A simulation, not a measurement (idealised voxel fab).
process module | voxel capacitor over wiring
cross-section cut | 180 nm wide | cells 5 nm
A cross-section is a grid of square cells, given in bands from the top down. A band is one or more rows of cells.
Each band's line starts with the height of the band's top and of its bottom, in nm. Then come its materials from left to right, each with its width in nm. One material with "throughout" fills the band from edge to edge. "air" is empty space.
Height 0 is the level under which the wafer as received is all one material. The lowest band goes on downwards, as in "0 down".
A width such as "30 to 40" changes by the same amount from each row of cells to the next, from the band's top row to its bottom row.
"no change" after a step means that no cell of the cross-section changed.
closed voids: empty space of 8 cells or more with no open way to the top, each as width x height at its distance from the left edge, in nm
after a step's settings: what the simulator itself notes on the step
overlay nm, on a step with a mask: how far to the right of its planned place the mask lay; to the left if negative
plan
1 op RECEIVE | material Si
2 op CONFORMAL_DEP | material SiO2 | thk nm 15
3 op DIRECTIONAL_DEP | material TiN | thk nm 5
4 op DIRECTIONAL_DEP | material W | thk nm 20
5 op MASKED_ETCH | tone cover | mask id METAL_1 | width nm 20 | pitch nm 75 | etch materials W | depth nm 20 | overlay nm 0
6 op MASKED_ETCH | tone cover | mask id METAL_1 | width nm 20 | pitch nm 75 | etch materials TiN | depth nm 5 | overlay nm 0
7 op CONFORMAL_DEP | material SiCN | thk nm 5
8 op FILL_DEP | material SiO2 | thk nm 10
9 op CMP | height nm 40
10 op CONFORMAL_DEP | material SiCN | thk nm 5
11 op DIRECTIONAL_DEP | material lowk | thk nm 20
12 op DIRECTIONAL_DEP | material aC | thk nm 10
13 op PATTERN | tone open | mask id PLUG_1 | material resist | width nm 15 | thk nm 25 | overlay nm 0
14 op DIRECTIONAL_ETCH | etch materials aC | depth nm 10
15 op STRIP | etch materials resist
16 op DIRECTIONAL_ETCH | etch materials lowk | depth nm 20
17 op DIRECTIONAL_ETCH | etch materials SiCN | depth nm 5
18 op STRIP | etch materials aC
19 op CONFORMAL_DEP | material TiN | thk nm 5
20 op FILL_DEP | material Ru | thk nm 5
21 op CMP | height nm 65
22 op DIRECTIONAL_DEP | material TiN | thk nm 5
23 op DIRECTIONAL_DEP | material HfO2 | thk nm 5
24 op DIRECTIONAL_DEP | material TiN | thk nm 5
25 op MASKED_ETCH | tone cover | mask id UPPER_PLATE | width nm 60 | etch materials TiN | depth nm 5 | overlay nm 0
26 op MASKED_ETCH | tone cover | mask id UPPER_PLATE | width nm 60 | etch materials HfO2 | depth nm 5 | overlay nm 0
27 op MASKED_ETCH | tone cover | mask id LOWER_PLATE | width nm 70 | etch materials TiN | depth nm 5 | overlay nm 0
28 op FILL_DEP | material SiO2 | thk nm 20
29 op CMP | height nm 95
30 op PATTERN | tone open | mask id PLUG_2 | material resist | width nm 15 | thk nm 20 | overlay nm 0
31 op DIRECTIONAL_ETCH | etch materials SiO2 | depth nm 15
32 op STRIP | etch materials resist
33 op CONFORMAL_DEP | material TiN | thk nm 5
34 op FILL_DEP | material Ru | thk nm 10
35 op CMP | height nm 95
36 op CONFORMAL_DEP | material SiN | thk nm 5
as received, after step 1
  0 down: Si throughout
  closed voids: none
a wafer at the end: this start, this plan, one mistake
  110 to 95: SiN throughout
  95 to 85: SiO2 55 | TiN 5 | Ru 5 | TiN 5 | SiO2 110
  85 to 75: SiO2 55 to 45 | TiN 15 to 60 | SiO2 110 to 75
  75 to 70: SiO2 45 | HfO2 60 | SiO2 75
  70 to 65: SiO2 40 | TiN 70 | SiO2 70
  65 to 45: lowk 45 | TiN 5 | Ru 5 | TiN 5 | lowk 120
  45 to 40: SiCN 45 | TiN 15 | SiCN 120
  40 to 20: SiO2 35 | SiCN 5 | W 20 | SiCN 5 | SiO2 45 | SiCN 5 | W 20 | SiCN 5 | SiO2 40
  20 to 15: SiCN 40 | TiN 20 | SiCN 55 | TiN 20 | SiCN 45
  15 to 0: SiO2 throughout
  0 down: Si throughout
  closed voids: none
what went wrong: step 36 ran as: op CONFORMAL_DEP | material SiN | thk nm 15
